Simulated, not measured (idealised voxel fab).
This is a process module. Its name is voxel capacitor over wiring.
It is cross-section cut that appears here, measuring 275 nm in width, its square cells being 5 nm in size.
Cross-section layout: square cells on a grid; listed as bands, top to bottom; a band spans one or more cell rows.
Top, bottom (nm), then materials left to right with widths (nm); lone material tagged "full width" fills the whole band edge to edge; "air" = empty space.
Heights are expressed relative to 0, this being the level below which the as-received wafer comprises one material exclusively. The lowest band is unbounded in the downward direction and is denoted as in "from 0 down".
Read "30..40" as a graded width: first number on top, second number at the bottom, same change between each pair of neighbouring rows.
What does "remained the same" mean for a step? It means no cell of the cross-section changed in that step.
What "Trapped void list" gives you is every empty space of 8 cells or more that is cut off from the top. Each appears as width x height at distance, with the distance taken from the left edge and width, height and distance all in nm.
Heads up: the bit after the settings on a step's line is the simulator's remark on that step.
A step line may carry the setting "overlay nm", which, for steps involving a mask, states the distance by which the mask lay to the right of its intended position; negative values denote displacement to the left.
Structure of the following material. The material consists of pairs of cross-sections. Each pair comprises the cross-section before one process step and the cross-section after that step, the latter shown only down to the lowest band that changed. The step between the cross-sections is specified beneath each pair, including its settings. Pairs are not necessarily consecutive: they may derive from different runs of this module performed on the same starting wafer. Continuity with the pair above is to be assumed only where the entry headed "Pre-step snapshot" of the pair in question states it.
PRE-STEP SNAPSHOT
from 0 down | Si full width
Trapped void list: none
SECTION AFTER PROCESSING
from 15 to 0 | SiO2 full width
At heights below 0, the structure remains unaltered.
Trapped void list: none
Process step (between the before and after cross-sections above): CONFORMAL_DEP,material SiO2,thk nm 15
Pre-step snapshot: see preceding pair, after cross-section.
SECTION AFTER PROCESSING
from 20 to 15 | SiCN full width
At heights below 15, the structure remains unaltered.
Trapped void list: none
Process step (between the before and after cross-sections above): CONFORMAL_DEP,material SiCN,thk nm 5
Pre-step snapshot: see preceding pair, after cross-section.
SECTION AFTER PROCESSING
from 45 to 20 | lowk full width
At heights below 20, the structure remains unaltered.
Trapped void list: none
Process step (between the before and after cross-sections above): DIRECTIONAL_DEP,material lowk,thk nm 25
Pre-step snapshot: see preceding pair, after cross-section.
SECTION AFTER PROCESSING
from 60 to 45 | resist=85 / air=20 / resist=60 / air=20 / resist=90
At heights below 45, the structure remains unaltered.
Trapped void list: none
Process step (between the before and after cross-sections above): PATTERN,tone open,mask id METAL_1,material resist,width nm 20,pitch nm 80,thk nm 15,overlay nm 0
Pre-step snapshot: see preceding pair, after cross-section.
SECTION AFTER PROCESSING
from 60 to 45 | resist=85 / air=20 / resist=60 / air=20 / resist=90
from 45 to 20 | lowk=85 / air=20 / lowk=60 / air=20 / lowk=90
At heights below 20, the structure remains unaltered.
Trapped void list: none
Process step (between the before and after cross-sections above): DIRECTIONAL_ETCH,etch materials lowk,depth nm 25
Pre-step snapshot: see preceding pair, after cross-section.
SECTION AFTER PROCESSING
from 60 to 45 | resist=85 / air=20 / resist=60 / air=20 / resist=90
from 45 to 20 | lowk=85 / air=20 / lowk=60 / air=20 / lowk=90
from 20 to 15 | SiCN=85 / air=20 / SiCN=60 / air=20 / SiCN=90
At heights below 15, the structure remains unaltered.
Trapped void list: none
Process step (between the before and after cross-sections above): DIRECTIONAL_ETCH,etch materials SiCN,depth nm 5
Pre-step snapshot: see preceding pair, after cross-section.
SECTION AFTER PROCESSING
from 45 to 20 | lowk=85 / air=20 / lowk=60 / air=20 / lowk=90
At heights below 20, the structure remains unaltered.
Trapped void list: none
Process step (between the before and after cross-sections above): STRIP,etch materials resist
Pre-step snapshot: see preceding pair, after cross-section.
SECTION AFTER PROCESSING
from 50 to 45 | TiN=90 / air=10 / TiN=70 / air=10 / TiN=95
from 45 to 20 | lowk=85 / TiN=5 / air=10 / TiN=5 / lowk=60 / TiN=5 / air=10 / TiN=5 / lowk=90
from 20 to 15 | SiCN=85 / TiN=20 / SiCN=60 / TiN=20 / SiCN=90
At heights below 15, the structure remains unaltered.
Trapped void list: none
Process step (between the before and after cross-sections above): CONFORMAL_DEP,material TiN,thk nm 5
Pre-step snapshot: see preceding pair, after cross-section.
SECTION AFTER PROCESSING
from 60 to 50 | W full width
from 50 to 45 | TiN=90 / W=10 / TiN=70 / W=10 / TiN=95
from 45 to 20 | lowk=85 / TiN=5 / W=10 / TiN=5 / lowk=60 / TiN=5 / W=10 / TiN=5 / lowk=90
At heights below 20, the structure remains unaltered.
Trapped void list: none
Process step (between the before and after cross-sections above): FILL_DEP,material W,thk nm 10
Pre-step snapshot: see preceding pair, after cross-section.
SECTION AFTER PROCESSING
from 45 to 20 | lowk=85 / TiN=5 / W=10 / TiN=5 / lowk=60 / TiN=5 / W=10 / TiN=5 / lowk=90
At heights below 20, the structure remains unaltered.
Trapped void list: none
Process step (between the before and after cross-sections above): CMP,height nm 45
Pre-step snapshot: see preceding pair, after cross-section.
SECTION AFTER PROCESSING
from 50 to 45 | air=80 / Ru=30 / air=50 / Ru=30 / air=85
At heights below 45, the structure remains unaltered.
Trapped void list: none
Process step (between the before and after cross-sections above): EPI,material Ru,thk nm 5
Pre-step snapshot: see preceding pair, after cross-section.
SECTION AFTER PROCESSING
from 55 to 50 | SiCN full width
from 50 to 45 | SiCN=80 / Ru=30 / SiCN=50 / Ru=30 / SiCN=85
At heights below 45, the structure remains unaltered.
Trapped void list: none
Process step (between the before and after cross-sections above): FILL_DEP,material SiCN,thk nm 5
Pre-step snapshot: see preceding pair, after cross-section.
SECTION AFTER PROCESSING
from 65 to 55 | SiO2 full width
At heights below 55, the structure remains unaltered.
Trapped void list: none
Process step (between the before and after cross-sections above): DIRECTIONAL_DEP,material SiO2,thk nm 10
Pre-step snapshot: see preceding pair, after cross-section.
SECTION AFTER PROCESSING
from 80 to 65 | resist=90 / air=15 / resist=170
At heights below 65, the structure remains unaltered.
Trapped void list: none
Process step (between the before and after cross-sections above): PATTERN,tone open,mask id PLUG_1,material resist,width nm 15,thk nm 15,overlay nm 0
Pre-step snapshot: see preceding pair, after cross-section.
SECTION AFTER PROCESSING
from 80 to 65 | resist=90 / air=15 / resist=170
from 65 to 55 | SiO2=90 / air=15 / SiO2=170
At heights below 55, the structure remains unaltered.
Trapped void list: none
Process step (between the before and after cross-sections above): DIRECTIONAL_ETCH,etch materials SiO2,depth nm 10
Pre-step snapshot: see preceding pair, after cross-section.
SECTION AFTER PROCESSING
from 80 to 65 | resist=90 / air=15 / resist=170
from 65 to 55 | SiO2=90 / air=15 / SiO2=170
from 55 to 50 | SiCN=90 / air=15 / SiCN=170
At heights below 50, the structure remains unaltered.
Trapped void list: none
Process step (between the before and after cross-sections above): DIRECTIONAL_ETCH,etch materials SiCN,depth nm 5
Pre-step snapshot: see preceding pair, after cross-section.
SECTION AFTER PROCESSING
from 65 to 55 | SiO2=90 / air=15 / SiO2=170
At heights below 55, the structure remains unaltered.
Trapped void list: none
Process step (between the before and after cross-sections above): STRIP,etch materials resist
Pre-step snapshot: see preceding pair, after cross-section.
SECTION AFTER PROCESSING
from 70 to 65 | TiN=95 / air=5 / TiN=175
from 65 to 55 | SiO2=90 / TiN=5 / air=5 / TiN=5 / SiO2=170
from 55 to 50 | SiCN=90 / TiN=15 / SiCN=170
At heights below 50, the structure remains unaltered.
Trapped void list: none
Process step (between the before and after cross-sections above): CONFORMAL_DEP,material TiN,thk nm 5
Pre-step snapshot: see preceding pair, after cross-section.
SECTION AFTER PROCESSING
from 75 to 70 | W full width
from 70 to 65 | TiN=95 / W=5 / TiN=175
from 65 to 55 | SiO2=90 / TiN=5 / W=5 / TiN=5 / SiO2=170
At heights below 55, the structure remains unaltered.
Trapped void list: none
Process step (between the before and after cross-sections above): FILL_DEP,material W,thk nm 5
Pre-step snapshot: see preceding pair, after cross-section.
SECTION AFTER PROCESSING
from 65 to 55 | SiO2=90 / TiN=5 / W=5 / TiN=5 / SiO2=170
At heights below 55, the structure remains unaltered.
Trapped void list: none
Process step (between the before and after cross-sections above): CMP,height nm 65
Pre-step snapshot: see preceding pair, after cross-section.
SECTION AFTER PROCESSING
from 70 to 65 | TiN full width
At heights below 65, the structure remains unaltered.
Trapped void list: none
Process step (between the before and after cross-sections above): DIRECTIONAL_DEP,material TiN,thk nm 5
Pre-step snapshot: see preceding pair, after cross-section.
SECTION AFTER PROCESSING
from 75 to 70 | SiN full width
At heights below 70, the structure remains unaltered.
Trapped void list: none
Process step (between the before and after cross-sections above): DIRECTIONAL_DEP,material SiN,thk nm 5
Pre-step snapshot: see preceding pair, after cross-section.
SECTION AFTER PROCESSING
from 85 to 75 | TiN full width
At heights below 75, the structure remains unaltered.
Trapped void list: none
Process step (between the before and after cross-sections above): DIRECTIONAL_DEP,material TiN,thk nm 10
Pre-step snapshot: see preceding pair, after cross-section.
SECTION AFTER PROCESSING
from 100 to 85 | aC full width
At heights below 85, the structure remains unaltered.
Trapped void list: none
Process step (between the before and after cross-sections above): DIRECTIONAL_DEP,material aC,thk nm 15
Pre-step snapshot: see preceding pair, after cross-section.
SECTION AFTER PROCESSING
from 130 to 100 | air=90 / resist=65 / air=120
At heights below 100, the structure remains unaltered.
Trapped void list: none
Process step (between the before and after cross-sections above): PATTERN,tone cover,mask id UPPER_PLATE,material resist,width nm 65,thk nm 30,overlay nm 0
Pre-step snapshot: see preceding pair, after cross-section.
SECTION AFTER PROCESSING
from 115 to 100 | air=90 / resist=65 / air=120
from 100 to 85 | air=90 / aC=65 / air=120
At heights below 85, the structure remains unaltered.
Trapped void list: none
Process step (between the before and after cross-sections above): DIRECTIONAL_ETCH,etch materials aC,depth nm 15
Pre-step snapshot: see preceding pair, after cross-section.
SECTION AFTER PROCESSING
from 100 to 85 | air=90 / aC=65 / air=120
At heights below 85, the structure remains unaltered.
Trapped void list: none
Process step (between the before and after cross-sections above): STRIP,etch materials resist
Pre-step snapshot: see preceding pair, after cross-section.
SECTION AFTER PROCESSING
from 100 to 85 | air=90 / aC=65 / air=120
from 85 to 75 | air=90 / TiN=65 / air=120
At heights below 75, the structure remains unaltered.
Trapped void list: none
Process step (between the before and after cross-sections above): DIRECTIONAL_ETCH,etch materials TiN,depth nm 10
Pre-step snapshot: see preceding pair, after cross-section.
SECTION AFTER PROCESSING
from 100 to 85 | air=90 / aC=65 / air=120
from 85 to 75 | air=90 / TiN=65 / air=120
from 75 to 70 | air=90 / SiN=65 / air=120
At heights below 70, the structure remains unaltered.
Trapped void list: none
Process step (between the before and after cross-sections above): DIRECTIONAL_ETCH,etch materials SiN,depth nm 5
Pre-step snapshot: see preceding pair, after cross-section.
SECTION AFTER PROCESSING
from 85 to 75 | air=90 / TiN=65 / air=120
At heights below 75, the structure remains unaltered.
Trapped void list: none
Process step (between the before and after cross-sections above): STRIP,etch materials aC
Pre-step snapshot: see preceding pair, after cross-section.
SECTION AFTER PROCESSING
from 100 to 85 | air=85 / resist=75 / air=115
from 85 to 75 | air=85 / resist=5 / TiN=65 / resist=5 / air=115
from 75 to 70 | air=85 / resist=5 / SiN=65 / resist=5 / air=115
At heights below 70, the structure remains unaltered.
Trapped void list: none
Process step (between the before and after cross-sections above): PATTERN,tone cover,mask id LOWER_PLATE,material resist,width nm 75,thk nm 15,overlay nm 0
Pre-step snapshot: see preceding pair, after cross-section.
SECTION AFTER PROCESSING
from 100 to 85 | air=85 / resist=75 / air=115
from 85 to 75 | air=85 / resist=5 / TiN=65 / resist=5 / air=115
from 75 to 70 | air=85 / resist=5 / SiN=65 / resist=5 / air=115
from 70 to 65 | air=85 / TiN=75 / air=115
At heights below 65, the structure remains unaltered.
Trapped void list: none
Process step (between the before and after cross-sections above): DIRECTIONAL_ETCH,etch materials TiN,depth nm 5
Pre-step snapshot: see preceding pair, after cross-section.
SECTION AFTER PROCESSING
from 85 to 75 | air=90 / TiN=65 / air=120
from 75 to 70 | air=90 / SiN=65 / air=120
At heights below 70, the structure remains unaltered.
Trapped void list: none
Process step (between the before and after cross-sections above): STRIP,etch materials resist
Pre-step snapshot: see preceding pair, after cross-section.
SECTION AFTER PROCESSING
from 100 to 85 | SiO2 full width
from 85 to 75 | SiO2=90 / TiN=65 / SiO2=120
from 75 to 70 | SiO2=90 / SiN=65 / SiO2=120
from 70 to 65 | SiO2=85 / TiN=75 / SiO2=115
At heights below 65, the structure remains unaltered.
Trapped void list: none
Process step (between the before and after cross-sections above): FILL_DEP,material SiO2,thk nm 15
Pre-step snapshot: see preceding pair, after cross-section.
SECTION AFTER PROCESSING
from 95 to 85 | SiO2 full width
At heights below 85, the structure remains unaltered.
Trapped void list: none
Process step (between the before and after cross-sections above): CMP,height nm 95
Pre-step snapshot: see preceding pair, after cross-section.
SECTION AFTER PROCESSING
from 95 to 85 | SiO2=100 / air=15 / SiO2=160
At heights below 85, the structure remains unaltered.
Trapped void list: none
Process step (between the before and after cross-sections above): MASKED_ETCH,tone open,mask id PLUG_2,width nm 15,etch materials SiO2,depth nm 10,overlay nm 0
Pre-step snapshot: see preceding pair, after cross-section.
SECTION AFTER PROCESSING
from 100 to 95 | TiN=105 / air=5 / TiN=165
from 95 to 90 | SiO2=100 / TiN=5 / air=5 / TiN=5 / SiO2=160
from 90 to 85 | SiO2=100 / TiN=15 / SiO2=160
At heights below 85, the structure remains unaltered.
Trapped void list: none
Process step (between the before and after cross-sections above): CONFORMAL_DEP,material TiN,thk nm 5
Pre-step snapshot: see preceding pair, after cross-section.
SECTION AFTER PROCESSING
from 105 to 100 | Ru full width
from 100 to 95 | TiN=105 / Ru=5 / TiN=165
from 95 to 90 | SiO2=100 / TiN=5 / Ru=5 / TiN=5 / SiO2=160
At heights below 90, the structure remains unaltered.
Trapped void list: none
Process step (between the before and after cross-sections above): FILL_DEP,material Ru,thk nm 5
Pre-step snapshot: see preceding pair, after cross-section.
SECTION AFTER PROCESSING
from 95 to 90 | SiO2=100 / TiN=5 / Ru=5 / TiN=5 / SiO2=160
At heights below 90, the structure remains unaltered.
Trapped void list: none
Process step (between the before and after cross-sections above): CMP,height nm 95
Pre-step snapshot: see preceding pair, after cross-section.
SECTION AFTER PROCESSING
from 100 to 95 | SiN full width
At heights below 95, the structure remains unaltered.
Trapped void list: none
Process step (between the before and after cross-sections above): CONFORMAL_DEP,material SiN,thk nm 5
PRE-STEP SNAPSHOT
from 60 to 50 | W full width
from 50 to 45 | TiN=90 / W=10 / TiN=70 / W=10 / TiN=95
from 45 to 20 | lowk=85 / TiN=5 / W=10 / TiN=5 / lowk=60 / TiN=5 / W=10 / TiN=5 / lowk=90
from 20 to 15 | SiCN=85 / TiN=20 / SiCN=60 / TiN=20 / SiCN=90
from 15 to 0 | SiO2 full width
from 0 down | Si full width
Trapped void list: none
SECTION AFTER PROCESSING
from 65 to 60 | Ru full width
At heights below 60, the structure remains unaltered.
Trapped void list: none
Process step (between the before and after cross-sections above): EPI,material Ru,thk nm 5
Pre-step snapshot: see preceding pair, after cross-section.
SECTION AFTER PROCESSING
from 70 to 65 | SiCN full width
At heights below 65, the structure remains unaltered.
Trapped void list: none
Process step (between the before and after cross-sections above): FILL_DEP,material SiCN,thk nm 5
Pre-step snapshot: see preceding pair, after cross-section.
SECTION AFTER PROCESSING
from 80 to 70 | SiO2 full width
At heights below 70, the structure remains unaltered.
Trapped void list: none
Process step (between the before and after cross-sections above): DIRECTIONAL_DEP,material SiO2,thk nm 10
Pre-step snapshot: see preceding pair, after cross-section.
SECTION AFTER PROCESSING
from 95 to 80 | resist=90 / air=15 / resist=170
At heights below 80, the structure remains unaltered.
Trapped void list: none
Process step (between the before and after cross-sections above): PATTERN,tone open,mask id PLUG_1,material resist,width nm 15,thk nm 15,overlay nm 0
Pre-step snapshot: see preceding pair, after cross-section.
SECTION AFTER PROCESSING
from 95 to 80 | resist=90 / air=15 / resist=170
from 80 to 70 | SiO2=90 / air=15 / SiO2=170
At heights below 70, the structure remains unaltered.
Trapped void list: none
Process step (between the before and after cross-sections above): DIRECTIONAL_ETCH,etch materials SiO2,depth nm 10
Pre-step snapshot: see preceding pair, after cross-section.
SECTION AFTER PROCESSING
from 95 to 80 | resist=90 / air=15 / resist=170
from 80 to 70 | SiO2=90 / air=15 / SiO2=170
from 70 to 65 | SiCN=90 / air=15 / SiCN=170
At heights below 65, the structure remains unaltered.
Trapped void list: none
Process step (between the before and after cross-sections above): DIRECTIONAL_ETCH,etch materials SiCN,depth nm 5
Pre-step snapshot: see preceding pair, after cross-section.
SECTION AFTER PROCESSING
from 80 to 70 | SiO2=90 / air=15 / SiO2=170
At heights below 70, the structure remains unaltered.
Trapped void list: none
Process step (between the before and after cross-sections above): STRIP,etch materials resist
Pre-step snapshot: see preceding pair, after cross-section.
SECTION AFTER PROCESSING
from 85 to 80 | TiN=95 / air=5 / TiN=175
from 80 to 70 | SiO2=90 / TiN=5 / air=5 / TiN=5 / SiO2=170
from 70 to 65 | SiCN=90 / TiN=15 / SiCN=170
At heights below 65, the structure remains unaltered.
Trapped void list: none
Process step (between the before and after cross-sections above): CONFORMAL_DEP,material TiN,thk nm 5
Pre-step snapshot: see preceding pair, after cross-section.
SECTION AFTER PROCESSING
from 90 to 85 | W full width
from 85 to 80 | TiN=95 / W=5 / TiN=175
from 80 to 70 | SiO2=90 / TiN=5 / W=5 / TiN=5 / SiO2=170
At heights below 70, the structure remains unaltered.
Trapped void list: none
Process step (between the before and after cross-sections above): FILL_DEP,material W,thk nm 5
Pre-step snapshot: see preceding pair, after cross-section.
SECTION AFTER PROCESSING
from 65 to 60 | Ru full width
At heights below 60, the structure remains unaltered.
Trapped void list: none
Process step (between the before and after cross-sections above): CMP,height nm 65
Pre-step snapshot: see preceding pair, after cross-section.
SECTION AFTER PROCESSING
from 70 to 65 | TiN full width
At heights below 65, the structure remains unaltered.
Trapped void list: none
Process step (between the before and after cross-sections above): DIRECTIONAL_DEP,material TiN,thk nm 5
Pre-step snapshot: see preceding pair, after cross-section.
SECTION AFTER PROCESSING
from 75 to 70 | SiN full width
At heights below 70, the structure remains unaltered.
Trapped void list: none
Process step (between the before and after cross-sections above): DIRECTIONAL_DEP,material SiN,thk nm 5
Pre-step snapshot: see preceding pair, after cross-section.
SECTION AFTER PROCESSING
from 85 to 75 | TiN full width
At heights below 75, the structure remains unaltered.
Trapped void list: none
Process step (between the before and after cross-sections above): DIRECTIONAL_DEP,material TiN,thk nm 10
Pre-step snapshot: see preceding pair, after cross-section.
SECTION AFTER PROCESSING
from 100 to 85 | aC full width
At heights below 85, the structure remains unaltered.
Trapped void list: none
Process step (between the before and after cross-sections above): DIRECTIONAL_DEP,material aC,thk nm 15
Pre-step snapshot: see preceding pair, after cross-section.
SECTION AFTER PROCESSING
from 130 to 100 | air=90 / resist=65 / air=120
At heights below 100, the structure remains unaltered.
Trapped void list: none
Process step (between the before and after cross-sections above): PATTERN,tone cover,mask id UPPER_PLATE,material resist,width nm 65,thk nm 30,overlay nm 0
Pre-step snapshot: see preceding pair, after cross-section.
SECTION AFTER PROCESSING
from 115 to 100 | air=90 / resist=65 / air=120
from 100 to 85 | air=90 / aC=65 / air=120
At heights below 85, the structure remains unaltered.
Trapped void list: none
Process step (between the before and after cross-sections above): DIRECTIONAL_ETCH,etch materials aC,depth nm 15
Pre-step snapshot: see preceding pair, after cross-section.
SECTION AFTER PROCESSING
from 100 to 85 | air=90 / aC=65 / air=120
At heights below 85, the structure remains unaltered.
Trapped void list: none
Process step (between the before and after cross-sections above): STRIP,etch materials resist
Pre-step snapshot: see preceding pair, after cross-section.
SECTION AFTER PROCESSING
from 100 to 85 | air=90 / aC=65 / air=120
from 85 to 75 | air=90 / TiN=65 / air=120
At heights below 75, the structure remains unaltered.
Trapped void list: none
Process step (between the before and after cross-sections above): DIRECTIONAL_ETCH,etch materials TiN,depth nm 10
Pre-step snapshot: see preceding pair, after cross-section.
SECTION AFTER PROCESSING
from 100 to 85 | air=90 / aC=65 / air=120
from 85 to 75 | air=90 / TiN=65 / air=120
from 75 to 70 | air=90 / SiN=65 / air=120
At heights below 70, the structure remains unaltered.
Trapped void list: none
Process step (between the before and after cross-sections above): DIRECTIONAL_ETCH,etch materials SiN,depth nm 5
Pre-step snapshot: see preceding pair, after cross-section.
SECTION AFTER PROCESSING
from 85 to 75 | air=90 / TiN=65 / air=120
At heights below 75, the structure remains unaltered.
Trapped void list: none
Process step (between the before and after cross-sections above): STRIP,etch materials aC
Pre-step snapshot: see preceding pair, after cross-section.
SECTION AFTER PROCESSING
from 100 to 85 | air=85 / resist=75 / air=115
from 85 to 75 | air=85 / resist=5 / TiN=65 / resist=5 / air=115
from 75 to 70 | air=85 / resist=5 / SiN=65 / resist=5 / air=115
At heights below 70, the structure remains unaltered.
Trapped void list: none
Process step (between the before and after cross-sections above): PATTERN,tone cover,mask id LOWER_PLATE,material resist,width nm 75,thk nm 15,overlay nm 0
Pre-step snapshot: see preceding pair, after cross-section.
SECTION AFTER PROCESSING
from 100 to 85 | air=85 / resist=75 / air=115
from 85 to 75 | air=85 / resist=5 / TiN=65 / resist=5 / air=115
from 75 to 70 | air=85 / resist=5 / SiN=65 / resist=5 / air=115
from 70 to 65 | air=85 / TiN=75 / air=115
At heights below 65, the structure remains unaltered.
Trapped void list: none
Process step (between the before and after cross-sections above): DIRECTIONAL_ETCH,etch materials TiN,depth nm 5
Pre-step snapshot: see preceding pair, after cross-section.
SECTION AFTER PROCESSING
from 85 to 75 | air=90 / TiN=65 / air=120
from 75 to 70 | air=90 / SiN=65 / air=120
At heights below 70, the structure remains unaltered.
Trapped void list: none
Process step (between the before and after cross-sections above): STRIP,etch materials resist
Pre-step snapshot: see preceding pair, after cross-section.
SECTION AFTER PROCESSING
from 100 to 85 | SiO2 full width
from 85 to 75 | SiO2=90 / TiN=65 / SiO2=120
from 75 to 70 | SiO2=90 / SiN=65 / SiO2=120
from 70 to 65 | SiO2=85 / TiN=75 / SiO2=115
At heights below 65, the structure remains unaltered.
Trapped void list: none
Process step (between the before and after cross-sections above): FILL_DEP,material SiO2,thk nm 15
Pre-step snapshot: see preceding pair, after cross-section.
SECTION AFTER PROCESSING
from 95 to 85 | SiO2 full width
At heights below 85, the structure remains unaltered.
Trapped void list: none
Process step (between the before and after cross-sections above): CMP,height nm 95
Pre-step snapshot: see preceding pair, after cross-section.
SECTION AFTER PROCESSING
from 95 to 85 | SiO2=100 / air=15 / SiO2=160
At heights below 85, the structure remains unaltered.
Trapped void list: none
Process step (between the before and after cross-sections above): MASKED_ETCH,tone open,mask id PLUG_2,width nm 15,etch materials SiO2,depth nm 10,overlay nm 0
Pre-step snapshot: see preceding pair, after cross-section.
SECTION AFTER PROCESSING
from 100 to 95 | TiN=105 / air=5 / TiN=165
from 95 to 90 | SiO2=100 / TiN=5 / air=5 / TiN=5 / SiO2=160
from 90 to 85 | SiO2=100 / TiN=15 / SiO2=160
At heights below 85, the structure remains unaltered.
Trapped void list: none
Process step (between the before and after cross-sections above): CONFORMAL_DEP,material TiN,thk nm 5
Pre-step snapshot: see preceding pair, after cross-section.
SECTION AFTER PROCESSING
from 105 to 100 | Ru full width
from 100 to 95 | TiN=105 / Ru=5 / TiN=165
from 95 to 90 | SiO2=100 / TiN=5 / Ru=5 / TiN=5 / SiO2=160
At heights below 90, the structure remains unaltered.
Trapped void list: none
Process step (between the before and after cross-sections above): FILL_DEP,material Ru,thk nm 5
Pre-step snapshot: see preceding pair, after cross-section.
SECTION AFTER PROCESSING
from 95 to 90 | SiO2=100 / TiN=5 / Ru=5 / TiN=5 / SiO2=160
At heights below 90, the structure remains unaltered.
Trapped void list: none
Process step (between the before and after cross-sections above): CMP,height nm 95
Pre-step snapshot: see preceding pair, after cross-section.
SECTION AFTER PROCESSING
from 100 to 95 | SiN full width
At heights below 95, the structure remains unaltered.
Trapped void list: none
Process step (between the before and after cross-sections above): CONFORMAL_DEP,material SiN,thk nm 5
PRE-STEP SNAPSHOT
from 15 to 0 | SiO2 full width
from 0 down | Si full width
Trapped void list: none
SECTION AFTER PROCESSING
from 30 to 0 | SiO2 full width
At heights below 0, the structure remains unaltered.
Trapped void list: none
Process step (between the before and after cross-sections above): CONFORMAL_DEP,material SiO2,thk nm 15
Pre-step snapshot: see preceding pair, after cross-section.
SECTION AFTER PROCESSING
from 35 to 30 | SiCN full width
At heights below 30, the structure remains unaltered.
Trapped void list: none
Process step (between the before and after cross-sections above): CONFORMAL_DEP,material SiCN,thk nm 5
Pre-step snapshot: see preceding pair, after cross-section.
SECTION AFTER PROCESSING
from 60 to 35 | lowk full width
At heights below 35, the structure remains unaltered.
Trapped void list: none
Process step (between the before and after cross-sections above): DIRECTIONAL_DEP,material lowk,thk nm 25
Pre-step snapshot: see preceding pair, after cross-section.
SECTION AFTER PROCESSING
from 75 to 60 | resist=85 / air=20 / resist=60 / air=20 / resist=90
At heights below 60, the structure remains unaltered.
Trapped void list: none
Process step (between the before and after cross-sections above): PATTERN,tone open,mask id METAL_1,material resist,width nm 20,pitch nm 80,thk nm 15,overlay nm 0
Pre-step snapshot: see preceding pair, after cross-section.
SECTION AFTER PROCESSING
from 75 to 60 | resist=85 / air=20 / resist=60 / air=20 / resist=90
from 60 to 35 | lowk=85 / air=20 / lowk=60 / air=20 / lowk=90
At heights below 35, the structure remains unaltered.
Trapped void list: none
Process step (between the before and after cross-sections above): DIRECTIONAL_ETCH,etch materials lowk,depth nm 25
Pre-step snapshot: see preceding pair, after cross-section.
SECTION AFTER PROCESSING
from 75 to 60 | resist=85 / air=20 / resist=60 / air=20 / resist=90
from 60 to 35 | lowk=85 / air=20 / lowk=60 / air=20 / lowk=90
from 35 to 30 | SiCN=85 / air=20 / SiCN=60 / air=20 / SiCN=90
At heights below 30, the structure remains unaltered.
Trapped void list: none
Process step (between the before and after cross-sections above): DIRECTIONAL_ETCH,etch materials SiCN,depth nm 5
Pre-step snapshot: see preceding pair, after cross-section.
SECTION AFTER PROCESSING
from 60 to 35 | lowk=85 / air=20 / lowk=60 / air=20 / lowk=90
At heights below 35, the structure remains unaltered.
Trapped void list: none
Process step (between the before and after cross-sections above): STRIP,etch materials resist
Pre-step snapshot: see preceding pair, after cross-section.
SECTION AFTER PROCESSING
from 65 to 60 | TiN=90 / air=10 / TiN=70 / air=10 / TiN=95
from 60 to 35 | lowk=85 / TiN=5 / air=10 / TiN=5 / lowk=60 / TiN=5 / air=10 / TiN=5 / lowk=90
from 35 to 30 | SiCN=85 / TiN=20 / SiCN=60 / TiN=20 / SiCN=90
At heights below 30, the structure remains unaltered.
Trapped void list: none
Process step (between the before and after cross-sections above): CONFORMAL_DEP,material TiN,thk nm 5
Pre-step snapshot: see preceding pair, after cross-section.
SECTION AFTER PROCESSING
from 75 to 65 | W full width
from 65 to 60 | TiN=90 / W=10 / TiN=70 / W=10 / TiN=95
from 60 to 35 | lowk=85 / TiN=5 / W=10 / TiN=5 / lowk=60 / TiN=5 / W=10 / TiN=5 / lowk=90
At heights below 35, the structure remains unaltered.
Trapped void list: none
Process step (between the before and after cross-sections above): FILL_DEP,material W,thk nm 10
Pre-step snapshot: see preceding pair, after cross-section.
SECTION AFTER PROCESSING
from 45 to 35 | lowk=85 / TiN=5 / W=10 / TiN=5 / lowk=60 / TiN=5 / W=10 / TiN=5 / lowk=90
At heights below 35, the structure remains unaltered.
Trapped void list: none
Process step (between the before and after cross-sections above): CMP,height nm 45
Pre-step snapshot: see preceding pair, after cross-section.
SECTION AFTER PROCESSING
from 50 to 45 | air=80 / Ru=30 / air=50 / Ru=30 / air=85
At heights below 45, the structure remains unaltered.
Trapped void list: none
Process step (between the before and after cross-sections above): EPI,material Ru,thk nm 5
Pre-step snapshot: see preceding pair, after cross-section.
SECTION AFTER PROCESSING
from 55 to 50 | SiCN full width
from 50 to 45 | SiCN=80 / Ru=30 / SiCN=50 / Ru=30 / SiCN=85
At heights below 45, the structure remains unaltered.
Trapped void list: none
Process step (between the before and after cross-sections above): FILL_DEP,material SiCN,thk nm 5
Pre-step snapshot: see preceding pair, after cross-section.
SECTION AFTER PROCESSING
from 65 to 55 | SiO2 full width
At heights below 55, the structure remains unaltered.
Trapped void list: none
Process step (between the before and after cross-sections above): DIRECTIONAL_DEP,material SiO2,thk nm 10
Pre-step snapshot: see preceding pair, after cross-section.
SECTION AFTER PROCESSING
from 80 to 65 | resist=90 / air=15 / resist=170
At heights below 65, the structure remains unaltered.
Trapped void list: none
Process step (between the before and after cross-sections above): PATTERN,tone open,mask id PLUG_1,material resist,width nm 15,thk nm 15,overlay nm 0
Pre-step snapshot: see preceding pair, after cross-section.
SECTION AFTER PROCESSING
from 80 to 65 | resist=90 / air=15 / resist=170
from 65 to 55 | SiO2=90 / air=15 / SiO2=170
At heights below 55, the structure remains unaltered.
Trapped void list: none
Process step (between the before and after cross-sections above): DIRECTIONAL_ETCH,etch materials SiO2,depth nm 10
Pre-step snapshot: see preceding pair, after cross-section.
SECTION AFTER PROCESSING
from 80 to 65 | resist=90 / air=15 / resist=170
from 65 to 55 | SiO2=90 / air=15 / SiO2=170
from 55 to 50 | SiCN=90 / air=15 / SiCN=170
At heights below 50, the structure remains unaltered.
Trapped void list: none
Process step (between the before and after cross-sections above): DIRECTIONAL_ETCH,etch materials SiCN,depth nm 5
Pre-step snapshot: see preceding pair, after cross-section.
SECTION AFTER PROCESSING
from 65 to 55 | SiO2=90 / air=15 / SiO2=170
At heights below 55, the structure remains unaltered.
Trapped void list: none
Process step (between the before and after cross-sections above): STRIP,etch materials resist
Pre-step snapshot: see preceding pair, after cross-section.
SECTION AFTER PROCESSING
from 70 to 65 | TiN=95 / air=5 / TiN=175
from 65 to 55 | SiO2=90 / TiN=5 / air=5 / TiN=5 / SiO2=170
from 55 to 50 | SiCN=90 / TiN=15 / SiCN=170
At heights below 50, the structure remains unaltered.
Trapped void list: none
Process step (between the before and after cross-sections above): CONFORMAL_DEP,material TiN,thk nm 5
Pre-step snapshot: see preceding pair, after cross-section.
SECTION AFTER PROCESSING
from 75 to 70 | W full width
from 70 to 65 | TiN=95 / W=5 / TiN=175
from 65 to 55 | SiO2=90 / TiN=5 / W=5 / TiN=5 / SiO2=170
At heights below 55, the structure remains unaltered.
Trapped void list: none
Process step (between the before and after cross-sections above): FILL_DEP,material W,thk nm 5
Pre-step snapshot: see preceding pair, after cross-section.
SECTION AFTER PROCESSING
from 65 to 55 | SiO2=90 / TiN=5 / W=5 / TiN=5 / SiO2=170
At heights below 55, the structure remains unaltered.
Trapped void list: none
Process step (between the before and after cross-sections above): CMP,height nm 65
